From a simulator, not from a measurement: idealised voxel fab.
Process module, titled voxel released beams
Cross-sectional view cut (width: 160 nm; square cell size: 5 nm).
Cross-section spec: square-cell grid; bands listed top down; each band is one or more rows. Each band's line starts with the height of the band's top and of its bottom, in nm. Then come its materials from left to right, each with its width in nm. One material with "all across" fills the band from edge to edge. "empty" is empty space. Height 0 is the level under which the wafer as received is all one material. The lowest band goes on downwards, as in "0..down". The width entry "30->40" should be interpreted row by row: the top row of cells in the band takes the first number, the bottom row takes the second number, and the change between adjacent rows is uniform throughout. The cross-section has no changed cell in any step marked "all unchanged". "Sealed voids" enumerates empty spaces isolated from the top, with no open way to it, that contain at least 8 cells, giving each as width x height at distance from the left edge, all three in nm. Read whatever lies past the settings on a step's line as the simulator's own remark about the step. The "overlay nm" setting may appear on a step's line; for a step that uses a mask, it gives how far to the right of its planned position the mask lay, and a negative value indicates the left.

**So here's the lineup of process steps we planned**
1) RECEIVE (material Si)
2) CONFORMAL_DEP (material Al2O3; thk nm 5)
3) DIRECTIONAL_DEP (material SiO2; thk nm 20)
4) DIRECTIONAL_DEP (material aC; thk nm 10)
5) PATTERN (tone open; mask id ANCHOR; material resist; width nm 25; thk nm 25; overlay nm 0)
6) DIRECTIONAL_ETCH (etch materials aC; depth nm 10)
7) STRIP (etch materials resist)
8) DIRECTIONAL_ETCH (etch materials SiO2; depth nm 20)
9) STRIP (etch materials aC)
10) CONFORMAL_DEP (material polySi; thk nm 10)
11) PATTERN (tone cover; mask id BEAM; material resist; width nm 90; thk nm 15; overlay nm 0)
12) DIRECTIONAL_ETCH (etch materials polySi; depth nm 10)
13) STRIP (etch materials resist)
14) STRIP (etch materials SiO2)

**The following pertains to the first of two wafers, which was processed as planned**

**Step 1 complete: cross-section of the wafer as received**
  0..down  Si all across
  Sealed voids: none

**You're looking at a cross-section of the wafer after step 2**
  5..0  Al2O3 all across
  Beneath the level 0, the cross-section is identical to its previous state.

**You're looking at a cross-section of the wafer after step 3**
  25..5  SiO2 all across
  Beneath the level 5, the cross-section is identical to its previous state.

**You're looking at a cross-section of the wafer after step 4**
  35..25  aC all across
  Beneath the level 25, the cross-section is identical to its previous state.

**You're looking at a cross-section of the wafer after step 5**
  60..35  resist 35 | empty 25 | resist 100
  Beneath the level 35, the cross-section is identical to its previous state.

**You're looking at a cross-section of the wafer after step 6**
  50..35  resist 35 | empty 25 | resist 100
  35..25  aC 35 | empty 25 | aC 100
  Beneath the level 25, the cross-section is identical to its previous state.

**You're looking at a cross-section of the wafer after step 7**
  35..25  aC 35 | empty 25 | aC 100
  Beneath the level 25, the cross-section is identical to its previous state.

**You're looking at a cross-section of the wafer after step 8**
  35..25  aC 35 | empty 25 | aC 100
  25..5  SiO2 35 | empty 25 | SiO2 100
  Beneath the level 5, the cross-section is identical to its previous state.

**You're looking at a cross-section of the wafer after step 9**
  25..5  SiO2 35 | empty 25 | SiO2 100
  Beneath the level 5, the cross-section is identical to its previous state.

**You're looking at a cross-section of the wafer after step 10**
  35..25  polySi 45 | empty 5 | polySi 110
  25..15  SiO2 35 | polySi 10 | empty 5 | polySi 10 | SiO2 100
  15..5  SiO2 35 | polySi 25 | SiO2 100
  Beneath the level 5, the cross-section is identical to its previous state.

**You're looking at a cross-section of the wafer after step 11**
  50..35  empty 30 | resist 90 | empty 40
  35..25  polySi 45 | resist 5 | polySi 110
  25..15  SiO2 35 | polySi 10 | resist 5 | polySi 10 | SiO2 100
  Beneath the level 15, the cross-section is identical to its previous state.

**You're looking at a cross-section of the wafer after step 12**
  50..35  empty 30 | resist 90 | empty 40
  35..25  empty 30 | polySi 15 | resist 5 | polySi 70 | empty 40
  Beneath the level 25, the cross-section is identical to its previous state.

**You're looking at a cross-section of the wafer after step 13**
  35..25  empty 30 | polySi 15 | empty 5 | polySi 70 | empty 40
  25..15  SiO2 35 | polySi 10 | empty 5 | polySi 10 | SiO2 100
  Beneath the level 15, the cross-section is identical to its previous state.

**You're looking at a cross-section of the wafer after step 14**
  35..25  empty 30 | polySi 15 | empty 5 | polySi 70 | empty 40
  25..15  empty 35 | polySi 10 | empty 5 | polySi 10 | empty 100
  15..5  empty 35 | polySi 25 | empty 100
  Beneath the level 5, the cross-section is identical to its previous state.

**Second wafer. Start and plan as for the first. One mistake made in running. Agrees with the first up to and including step 1**

Second wafer shown in cross-section at the time step 2 was slated to end: all unchanged

**Second wafer shown in cross-section at the time step 3 was slated to end**
  20..0  SiO2 all across
  Beneath the level 0, the cross-section is identical to its previous state.

**Second wafer shown in cross-section at the time step 4 was slated to end**
  30..20  aC all across
  Beneath the level 20, the cross-section is identical to its previous state.

**Second wafer shown in cross-section at the time step 5 was slated to end**
  55..30  resist 35 | empty 25 | resist 100
  Beneath the level 30, the cross-section is identical to its previous state.

**Second wafer shown in cross-section at the time step 6 was slated to end**
  45..30  resist 35 | empty 25 | resist 100
  30..20  aC 35 | empty 25 | aC 100
  Beneath the level 20, the cross-section is identical to its previous state.

**Second wafer shown in cross-section at the time step 7 was slated to end**
  30..20  aC 35 | empty 25 | aC 100
  Beneath the level 20, the cross-section is identical to its previous state.

**Second wafer shown in cross-section at the time step 8 was slated to end**
  30..20  aC 35 | empty 25 | aC 100
  20..0  SiO2 35 | empty 25 | SiO2 100
  Beneath the level 0, the cross-section is identical to its previous state.

**Second wafer shown in cross-section at the time step 9 was slated to end**
  20..0  SiO2 35 | empty 25 | SiO2 100
  Beneath the level 0, the cross-section is identical to its previous state.

**Second wafer shown in cross-section at the time step 10 was slated to end**
  30..20  polySi 45 | empty 5 | polySi 110
  20..10  SiO2 35 | polySi 10 | empty 5 | polySi 10 | SiO2 100
  10..0  SiO2 35 | polySi 25 | SiO2 100
  Beneath the level 0, the cross-section is identical to its previous state.

**Second wafer shown in cross-section at the time step 11 was slated to end**
  45..30  empty 30 | resist 90 | empty 40
  30..20  polySi 45 | resist 5 | polySi 110
  20..10  SiO2 35 | polySi 10 | resist 5 | polySi 10 | SiO2 100
  Beneath the level 10, the cross-section is identical to its previous state.

**Second wafer shown in cross-section at the time step 12 was slated to end**
  45..30  empty 30 | resist 90 | empty 40
  30..20  empty 30 | polySi 15 | resist 5 | polySi 70 | empty 40
  Beneath the level 20, the cross-section is identical to its previous state.

**Second wafer shown in cross-section at the time step 13 was slated to end**
  30..20  empty 30 | polySi 15 | empty 5 | polySi 70 | empty 40
  20..10  SiO2 35 | polySi 10 | empty 5 | polySi 10 | SiO2 100
  Beneath the level 10, the cross-section is identical to its previous state.

**Second wafer shown in cross-section at the time step 14 was slated to end**
  30..20  empty 30 | polySi 15 | empty 5 | polySi 70 | empty 40
  20..10  empty 35 | polySi 10 | empty 5 | polySi 10 | empty 100
  10..0  empty 35 | polySi 25 | empty 100
  Beneath the level 0, the cross-section is identical to its previous state.
Misprocessing identified: step 2 was dropped from the plan's execution and never run
FYI, end of process, the second wafer has more or fewer cells of some materials than the first: Al2O3 -32
